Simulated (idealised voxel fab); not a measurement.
process module | voxel wiring stack
cross-section cut | 245 nm wide | cells 5 nm
A cross-section is a grid of square cells, given in bands from the top down. A band is one or more rows of cells.
Each band's line starts with the height of the band's top and of its bottom, in nm. Then come its materials from left to right, each with its width in nm. One material with "throughout" fills the band from edge to edge. "air" is empty space.
Height 0 is the level under which the wafer as received is all one material. The lowest band goes on downwards, as in "0 down".
A width such as "30 to 40" changes by the same amount from each row of cells to the next, from the band's top row to its bottom row.
"no change" after a step means that no cell of the cross-section changed.
closed voids: empty space of 8 cells or more with no open way to the top, each as width x height at its distance from the left edge, in nm
after a step's settings: what the simulator itself notes on the step
overlay nm, on a step with a mask: how far to the right of its planned place the mask lay; to the left if negative
plan
1 op RECEIVE | material Si
2 op CONFORMAL_DEP | material SiO2 | thk nm 15
3 op CONFORMAL_DEP | material SiN | thk nm 5
4 op DIRECTIONAL_DEP | material SiO2 | thk nm 20
5 op PATTERN | tone open | mask id METAL_1 | material resist | width nm 30 | pitch nm 50 | thk nm 15 | overlay nm 0
6 op DIRECTIONAL_ETCH | etch materials SiO2 | depth nm 20
7 op DIRECTIONAL_ETCH | etch materials SiN | depth nm 5
8 op STRIP | etch materials resist
9 op CONFORMAL_DEP | material TiN | thk nm 5
10 op FILL_DEP | material W | thk nm 10
11 op CMP | height nm 40
12 op CONFORMAL_DEP | material SiCN | thk nm 5
13 op DIRECTIONAL_DEP | material SiO2 | thk nm 20
14 op DIRECTIONAL_DEP | material aC | thk nm 15
15 op PATTERN | tone open | mask id PLUG_1 | material resist | width nm 15 | pitch nm 50 | thk nm 30 | overlay nm 0
16 op DIRECTIONAL_ETCH | etch materials aC | depth nm 15
17 op STRIP | etch materials resist
18 op DIRECTIONAL_ETCH | etch materials SiO2 | depth nm 20
19 op DIRECTIONAL_ETCH | etch materials SiCN | depth nm 5
20 op STRIP | etch materials aC
21 op CONFORMAL_DEP | material TiN | thk nm 5
22 op FILL_DEP | material Cu | thk nm 5
23 op CMP | height nm 65
24 op DIRECTIONAL_DEP | material TiN | thk nm 5
25 op DIRECTIONAL_DEP | material Ru | thk nm 15
26 op MASKED_ETCH | tone cover | mask id METAL_2 | width nm 30 | pitch nm 50 | etch materials Ru | depth nm 15 | overlay nm 0
27 op MASKED_ETCH | tone cover | mask id METAL_2 | width nm 30 | pitch nm 50 | etch materials TiN | depth nm 5 | overlay nm 0
28 op FILL_DEP | material SiO2 | thk nm 10
29 op CMP | height nm 85
30 op CONFORMAL_DEP | material SiCN | thk nm 5
31 op DIRECTIONAL_DEP | material lowk | thk nm 10
32 op MASKED_ETCH | tone open | mask id PLUG_2 | width nm 15 | pitch nm 50 | etch materials lowk | depth nm 10 | overlay nm 0
33 op MASKED_ETCH | tone open | mask id PLUG_2 | width nm 15 | pitch nm 50 | etch materials SiCN | depth nm 5 | overlay nm 0
34 op EPI | material Ru | thk nm 10
35 op EPI | material Ru | thk nm 5
36 op DIRECTIONAL_DEP | material TiN | thk nm 5
37 op DIRECTIONAL_DEP | material W | thk nm 20
38 op PATTERN | tone cover | mask id METAL_3 | material resist | width nm 30 | pitch nm 50 | thk nm 15 | overlay nm 0
39 op DIRECTIONAL_ETCH | etch materials W | depth nm 20
40 op DIRECTIONAL_ETCH | etch materials TiN | depth nm 5
41 op STRIP | etch materials resist
42 op CONFORMAL_DEP | material SiCN | thk nm 5
43 op FILL_DEP | material SiO2 | thk nm 5
44 op CMP | height nm 125
45 op CONFORMAL_DEP | material SiN | thk nm 5
first wafer, as planned
as received, after step 1
  0 down: Si throughout
  closed voids: none
after step 2
  15 to 0: SiO2 throughout
  below 0: unchanged
after step 3
  20 to 15: SiN throughout
  below 15: unchanged
after step 4
  40 to 20: SiO2 throughout
  below 20: unchanged
after step 5
  55 to 40: resist 55 | air 30 | resist 20 | air 30 | resist 20 | air 30 | resist 60
  below 40: unchanged
after step 6
  55 to 40: resist 55 | air 30 | resist 20 | air 30 | resist 20 | air 30 | resist 60
  40 to 20: SiO2 55 | air 30 | SiO2 20 | air 30 | SiO2 20 | air 30 | SiO2 60
  below 20: unchanged
after step 7
  55 to 40: resist 55 | air 30 | resist 20 | air 30 | resist 20 | air 30 | resist 60
  40 to 20: SiO2 55 | air 30 | SiO2 20 | air 30 | SiO2 20 | air 30 | SiO2 60
  20 to 15: SiN 55 | air 30 | SiN 20 | air 30 | SiN 20 | air 30 | SiN 60
  below 15: unchanged
after step 8
  40 to 20: SiO2 55 | air 30 | SiO2 20 | air 30 | SiO2 20 | air 30 | SiO2 60
  below 20: unchanged
after step 9
  45 to 40: TiN 60 | air 20 | TiN 30 | air 20 | TiN 30 | air 20 | TiN 65
  40 to 20: SiO2 55 | TiN 5 | air 20 | TiN 5 | SiO2 20 | TiN 5 | air 20 | TiN 5 | SiO2 20 | TiN 5 | air 20 | TiN 5 | SiO2 60
  20 to 15: SiN 55 | TiN 30 | SiN 20 | TiN 30 | SiN 20 | TiN 30 | SiN 60
  below 15: unchanged
after step 10
  55 to 45: W throughout
  45 to 40: TiN 60 | W 20 | TiN 30 | W 20 | TiN 30 | W 20 | TiN 65
  40 to 20: SiO2 55 | TiN 5 | W 20 | TiN 5 | SiO2 20 | TiN 5 | W 20 | TiN 5 | SiO2 20 | TiN 5 | W 20 | TiN 5 | SiO2 60
  below 20: unchanged
after step 11
  40 to 20: SiO2 55 | TiN 5 | W 20 | TiN 5 | SiO2 20 | TiN 5 | W 20 | TiN 5 | SiO2 20 | TiN 5 | W 20 | TiN 5 | SiO2 60
  below 20: unchanged
after step 12
  45 to 40: SiCN throughout
  below 40: unchanged
after step 13
  65 to 45: SiO2 throughout
  below 45: unchanged
after step 14
  80 to 65: aC throughout
  below 65: unchanged
after step 15
  110 to 80: resist 55 | air 15 | resist 35 | air 15 | resist 35 | air 15 | resist 75
  below 80: unchanged
after step 16
  95 to 80: resist 55 | air 15 | resist 35 | air 15 | resist 35 | air 15 | resist 75
  80 to 65: aC 55 | air 15 | aC 35 | air 15 | aC 35 | air 15 | aC 75
  below 65: unchanged
after step 17
  80 to 65: aC 55 | air 15 | aC 35 | air 15 | aC 35 | air 15 | aC 75
  below 65: unchanged
after step 18
  80 to 65: aC 55 | air 15 | aC 35 | air 15 | aC 35 | air 15 | aC 75
  65 to 45: SiO2 55 | air 15 | SiO2 35 | air 15 | SiO2 35 | air 15 | SiO2 75
  below 45: unchanged
after step 19
  80 to 65: aC 55 | air 15 | aC 35 | air 15 | aC 35 | air 15 | aC 75
  65 to 45: SiO2 55 | air 15 | SiO2 35 | air 15 | SiO2 35 | air 15 | SiO2 75
  45 to 40: SiCN 55 | air 15 | SiCN 35 | air 15 | SiCN 35 | air 15 | SiCN 75
  below 40: unchanged
after step 20
  65 to 45: SiO2 55 | air 15 | SiO2 35 | air 15 | SiO2 35 | air 15 | SiO2 75
  below 45: unchanged
after step 21
  70 to 65: TiN 60 | air 5 | TiN 45 | air 5 | TiN 45 | air 5 | TiN 80
  65 to 45: SiO2 55 | TiN 5 | air 5 | TiN 5 | SiO2 35 | TiN 5 | air 5 | TiN 5 | SiO2 35 | TiN 5 | air 5 | TiN 5 | SiO2 75
  45 to 40: SiCN 55 | TiN 15 | SiCN 35 | TiN 15 | SiCN 35 | TiN 15 | SiCN 75
  below 40: unchanged
after step 22
  75 to 70: Cu throughout
  70 to 65: TiN 60 | Cu 5 | TiN 45 | Cu 5 | TiN 45 | Cu 5 | TiN 80
  65 to 45: SiO2 55 | TiN 5 | Cu 5 | TiN 5 | SiO2 35 | TiN 5 | Cu 5 | TiN 5 | SiO2 35 | TiN 5 | Cu 5 | TiN 5 | SiO2 75
  below 45: unchanged
after step 23
  65 to 45: SiO2 55 | TiN 5 | Cu 5 | TiN 5 | SiO2 35 | TiN 5 | Cu 5 | TiN 5 | SiO2 35 | TiN 5 | Cu 5 | TiN 5 | SiO2 75
  below 45: unchanged
after step 24
  70 to 65: TiN throughout
  below 65: unchanged
after step 25
  85 to 70: Ru throughout
  below 70: unchanged
after step 26
  85 to 70: air 55 | Ru 30 | air 20 | Ru 30 | air 20 | Ru 30 | air 60
  below 70: unchanged
after step 27
  85 to 70: air 55 | Ru 30 | air 20 | Ru 30 | air 20 | Ru 30 | air 60
  70 to 65: air 55 | TiN 30 | air 20 | TiN 30 | air 20 | TiN 30 | air 60
  below 65: unchanged
after step 28
  95 to 85: SiO2 throughout
  85 to 70: SiO2 55 | Ru 30 | SiO2 20 | Ru 30 | SiO2 20 | Ru 30 | SiO2 60
  70 to 65: SiO2 55 | TiN 30 | SiO2 20 | TiN 30 | SiO2 20 | TiN 30 | SiO2 60
  below 65: unchanged
after step 29
  85 to 70: SiO2 55 | Ru 30 | SiO2 20 | Ru 30 | SiO2 20 | Ru 30 | SiO2 60
  below 70: unchanged
after step 30
  90 to 85: SiCN throughout
  below 85: unchanged
after step 31
  100 to 90: lowk throughout
  below 90: unchanged
after step 32
  100 to 90: lowk 55 | air 15 | lowk 35 | air 15 | lowk 35 | air 15 | lowk 75
  below 90: unchanged
after step 33
  100 to 90: lowk 55 | air 15 | lowk 35 | air 15 | lowk 35 | air 15 | lowk 75
  90 to 85: SiCN 55 | air 15 | SiCN 35 | air 15 | SiCN 35 | air 15 | SiCN 75
  below 85: unchanged
after step 34
  100 to 95: lowk 55 | air 15 | lowk 35 | air 15 | lowk 35 | air 15 | lowk 75
  95 to 90: lowk 55 | Ru 15 | lowk 35 | Ru 15 | lowk 35 | Ru 15 | lowk 75
  90 to 85: SiCN 55 | Ru 15 | SiCN 35 | Ru 15 | SiCN 35 | Ru 15 | SiCN 75
  below 85: unchanged
after step 35
  100 to 90: lowk 55 | Ru 15 | lowk 35 | Ru 15 | lowk 35 | Ru 15 | lowk 75
  below 90: unchanged
after step 36
  105 to 100: TiN throughout
  below 100: unchanged
after step 37
  125 to 105: W throughout
  below 105: unchanged
after step 38
  140 to 125: air 55 | resist 30 | air 20 | resist 30 | air 20 | resist 30 | air 60
  below 125: unchanged
after step 39
  140 to 125: air 55 | resist 30 | air 20 | resist 30 | air 20 | resist 30 | air 60
  125 to 105: air 55 | W 30 | air 20 | W 30 | air 20 | W 30 | air 60
  below 105: unchanged
after step 40
  140 to 125: air 55 | resist 30 | air 20 | resist 30 | air 20 | resist 30 | air 60
  125 to 105: air 55 | W 30 | air 20 | W 30 | air 20 | W 30 | air 60
  105 to 100: air 55 | TiN 30 | air 20 | TiN 30 | air 20 | TiN 30 | air 60
  below 100: unchanged
after step 41
  125 to 105: air 55 | W 30 | air 20 | W 30 | air 20 | W 30 | air 60
  below 105: unchanged
after step 42
  130 to 125: air 50 | SiCN 40 | air 10 | SiCN 40 | air 10 | SiCN 40 | air 55
  125 to 105: air 50 | SiCN 5 | W 30 | SiCN 5 | air 10 | SiCN 5 | W 30 | SiCN 5 | air 10 | SiCN 5 | W 30 | SiCN 5 | air 55
  105 to 100: SiCN 55 | TiN 30 | SiCN 20 | TiN 30 | SiCN 20 | TiN 30 | SiCN 60
  below 100: unchanged
after step 43
  135 to 130: SiO2 throughout
  130 to 125: SiO2 50 | SiCN 40 | SiO2 10 | SiCN 40 | SiO2 10 | SiCN 40 | SiO2 55
  125 to 105: SiO2 50 | SiCN 5 | W 30 | SiCN 5 | SiO2 10 | SiCN 5 | W 30 | SiCN 5 | SiO2 10 | SiCN 5 | W 30 | SiCN 5 | SiO2 55
  below 105: unchanged
after step 44
  125 to 105: SiO2 50 | SiCN 5 | W 30 | SiCN 5 | SiO2 10 | SiCN 5 | W 30 | SiCN 5 | SiO2 10 | SiCN 5 | W 30 | SiCN 5 | SiO2 55
  below 105: unchanged
after step 45
  130 to 125: SiN throughout
  below 125: unchanged
second wafer: like start, like plan, one mistake. Through step 2 it matches the first wafer
when step 3 should have ended: no change
when step 4 should have ended
  35 to 0: SiO2 throughout
  below 0: unchanged
when step 5 should have ended
  50 to 35: resist 55 | air 30 | resist 20 | air 30 | resist 20 | air 30 | resist 60
  below 35: unchanged
when step 6 should have ended
  50 to 35: resist 55 | air 30 | resist 20 | air 30 | resist 20 | air 30 | resist 60
  35 to 15: SiO2 55 | air 30 | SiO2 20 | air 30 | SiO2 20 | air 30 | SiO2 60
  below 15: unchanged
when step 7 should have ended: no change
when step 8 should have ended
  35 to 15: SiO2 55 | air 30 | SiO2 20 | air 30 | SiO2 20 | air 30 | SiO2 60
  below 15: unchanged
when step 9 should have ended
  40 to 35: TiN 60 | air 20 | TiN 30 | air 20 | TiN 30 | air 20 | TiN 65
  35 to 20: SiO2 55 | TiN 5 | air 20 | TiN 5 | SiO2 20 | TiN 5 | air 20 | TiN 5 | SiO2 20 | TiN 5 | air 20 | TiN 5 | SiO2 60
  20 to 15: SiO2 55 | TiN 30 | SiO2 20 | TiN 30 | SiO2 20 | TiN 30 | SiO2 60
  below 15: unchanged
when step 10 should have ended
  50 to 40: W throughout
  40 to 35: TiN 60 | W 20 | TiN 30 | W 20 | TiN 30 | W 20 | TiN 65
  35 to 20: SiO2 55 | TiN 5 | W 20 | TiN 5 | SiO2 20 | TiN 5 | W 20 | TiN 5 | SiO2 20 | TiN 5 | W 20 | TiN 5 | SiO2 60
  below 20: unchanged
when step 11 should have ended
  40 to 35: TiN 60 | W 20 | TiN 30 | W 20 | TiN 30 | W 20 | TiN 65
  below 35: unchanged
when step 12 should have ended
  45 to 40: SiCN throughout
  below 40: unchanged
when step 13 should have ended
  65 to 45: SiO2 throughout
  below 45: unchanged
when step 14 should have ended
  80 to 65: aC throughout
  below 65: unchanged
when step 15 should have ended
  110 to 80: resist 55 | air 15 | resist 35 | air 15 | resist 35 | air 15 | resist 75
  below 80: unchanged
when step 16 should have ended
  95 to 80: resist 55 | air 15 | resist 35 | air 15 | resist 35 | air 15 | resist 75
  80 to 65: aC 55 | air 15 | aC 35 | air 15 | aC 35 | air 15 | aC 75
  below 65: unchanged
when step 17 should have ended
  80 to 65: aC 55 | air 15 | aC 35 | air 15 | aC 35 | air 15 | aC 75
  below 65: unchanged
when step 18 should have ended
  80 to 65: aC 55 | air 15 | aC 35 | air 15 | aC 35 | air 15 | aC 75
  65 to 45: SiO2 55 | air 15 | SiO2 35 | air 15 | SiO2 35 | air 15 | SiO2 75
  below 45: unchanged
when step 19 should have ended
  80 to 65: aC 55 | air 15 | aC 35 | air 15 | aC 35 | air 15 | aC 75
  65 to 45: SiO2 55 | air 15 | SiO2 35 | air 15 | SiO2 35 | air 15 | SiO2 75
  45 to 40: SiCN 55 | air 15 | SiCN 35 | air 15 | SiCN 35 | air 15 | SiCN 75
  below 40: unchanged
when step 20 should have ended
  65 to 45: SiO2 55 | air 15 | SiO2 35 | air 15 | SiO2 35 | air 15 | SiO2 75
  below 45: unchanged
when step 21 should have ended
  70 to 65: TiN 60 | air 5 | TiN 45 | air 5 | TiN 45 | air 5 | TiN 80
  65 to 45: SiO2 55 | TiN 5 | air 5 | TiN 5 | SiO2 35 | TiN 5 | air 5 | TiN 5 | SiO2 35 | TiN 5 | air 5 | TiN 5 | SiO2 75
  45 to 40: SiCN 55 | TiN 15 | SiCN 35 | TiN 15 | SiCN 35 | TiN 15 | SiCN 75
  below 40: unchanged
when step 22 should have ended
  75 to 70: Cu throughout
  70 to 65: TiN 60 | Cu 5 | TiN 45 | Cu 5 | TiN 45 | Cu 5 | TiN 80
  65 to 45: SiO2 55 | TiN 5 | Cu 5 | TiN 5 | SiO2 35 | TiN 5 | Cu 5 | TiN 5 | SiO2 35 | TiN 5 | Cu 5 | TiN 5 | SiO2 75
  below 45: unchanged
when step 23 should have ended
  65 to 45: SiO2 55 | TiN 5 | Cu 5 | TiN 5 | SiO2 35 | TiN 5 | Cu 5 | TiN 5 | SiO2 35 | TiN 5 | Cu 5 | TiN 5 | SiO2 75
  below 45: unchanged
when step 24 should have ended
  70 to 65: TiN throughout
  below 65: unchanged
when step 25 should have ended
  85 to 70: Ru throughout
  below 70: unchanged
when step 26 should have ended
  85 to 70: air 55 | Ru 30 | air 20 | Ru 30 | air 20 | Ru 30 | air 60
  below 70: unchanged
when step 27 should have ended
  85 to 70: air 55 | Ru 30 | air 20 | Ru 30 | air 20 | Ru 30 | air 60
  70 to 65: air 55 | TiN 30 | air 20 | TiN 30 | air 20 | TiN 30 | air 60
  below 65: unchanged
when step 28 should have ended
  95 to 85: SiO2 throughout
  85 to 70: SiO2 55 | Ru 30 | SiO2 20 | Ru 30 | SiO2 20 | Ru 30 | SiO2 60
  70 to 65: SiO2 55 | TiN 30 | SiO2 20 | TiN 30 | SiO2 20 | TiN 30 | SiO2 60
  below 65: unchanged
when step 29 should have ended
  85 to 70: SiO2 55 | Ru 30 | SiO2 20 | Ru 30 | SiO2 20 | Ru 30 | SiO2 60
  below 70: unchanged
when step 30 should have ended
  90 to 85: SiCN throughout
  below 85: unchanged
when step 31 should have ended
  100 to 90: lowk throughout
  below 90: unchanged
when step 32 should have ended
  100 to 90: lowk 55 | air 15 | lowk 35 | air 15 | lowk 35 | air 15 | lowk 75
  below 90: unchanged
when step 33 should have ended
  100 to 90: lowk 55 | air 15 | lowk 35 | air 15 | lowk 35 | air 15 | lowk 75
  90 to 85: SiCN 55 | air 15 | SiCN 35 | air 15 | SiCN 35 | air 15 | SiCN 75
  below 85: unchanged
when step 34 should have ended
  100 to 95: lowk 55 | air 15 | lowk 35 | air 15 | lowk 35 | air 15 | lowk 75
  95 to 90: lowk 55 | Ru 15 | lowk 35 | Ru 15 | lowk 35 | Ru 15 | lowk 75
  90 to 85: SiCN 55 | Ru 15 | SiCN 35 | Ru 15 | SiCN 35 | Ru 15 | SiCN 75
  below 85: unchanged
when step 35 should have ended
  100 to 90: lowk 55 | Ru 15 | lowk 35 | Ru 15 | lowk 35 | Ru 15 | lowk 75
  below 90: unchanged
when step 36 should have ended
  105 to 100: TiN throughout
  below 100: unchanged
when step 37 should have ended
  125 to 105: W throughout
  below 105: unchanged
when step 38 should have ended
  140 to 125: air 55 | resist 30 | air 20 | resist 30 | air 20 | resist 30 | air 60
  below 125: unchanged
when step 39 should have ended
  140 to 125: air 55 | resist 30 | air 20 | resist 30 | air 20 | resist 30 | air 60
  125 to 105: air 55 | W 30 | air 20 | W 30 | air 20 | W 30 | air 60
  below 105: unchanged
when step 40 should have ended
  140 to 125: air 55 | resist 30 | air 20 | resist 30 | air 20 | resist 30 | air 60
  125 to 105: air 55 | W 30 | air 20 | W 30 | air 20 | W 30 | air 60
  105 to 100: air 55 | TiN 30 | air 20 | TiN 30 | air 20 | TiN 30 | air 60
  below 100: unchanged
when step 41 should have ended
  125 to 105: air 55 | W 30 | air 20 | W 30 | air 20 | W 30 | air 60
  below 105: unchanged
when step 42 should have ended
  130 to 125: air 50 | SiCN 40 | air 10 | SiCN 40 | air 10 | SiCN 40 | air 55
  125 to 105: air 50 | SiCN 5 | W 30 | SiCN 5 | air 10 | SiCN 5 | W 30 | SiCN 5 | air 10 | SiCN 5 | W 30 | SiCN 5 | air 55
  105 to 100: SiCN 55 | TiN 30 | SiCN 20 | TiN 30 | SiCN 20 | TiN 30 | SiCN 60
  below 100: unchanged
when step 43 should have ended
  135 to 130: SiO2 throughout
  130 to 125: SiO2 50 | SiCN 40 | SiO2 10 | SiCN 40 | SiO2 10 | SiCN 40 | SiO2 55
  125 to 105: SiO2 50 | SiCN 5 | W 30 | SiCN 5 | SiO2 10 | SiCN 5 | W 30 | SiCN 5 | SiO2 10 | SiCN 5 | W 30 | SiCN 5 | SiO2 55
  below 105: unchanged
when step 44 should have ended
  125 to 105: SiO2 50 | SiCN 5 | W 30 | SiCN 5 | SiO2 10 | SiCN 5 | W 30 | SiCN 5 | SiO2 10 | SiCN 5 | W 30 | SiCN 5 | SiO2 55
  below 105: unchanged
when step 45 should have ended
  130 to 125: SiN throughout
  below 125: unchanged
what went wrong: step 3 was left out
at the end the second wafer has, in cells: 31 fewer of SiN | 31 more of TiN
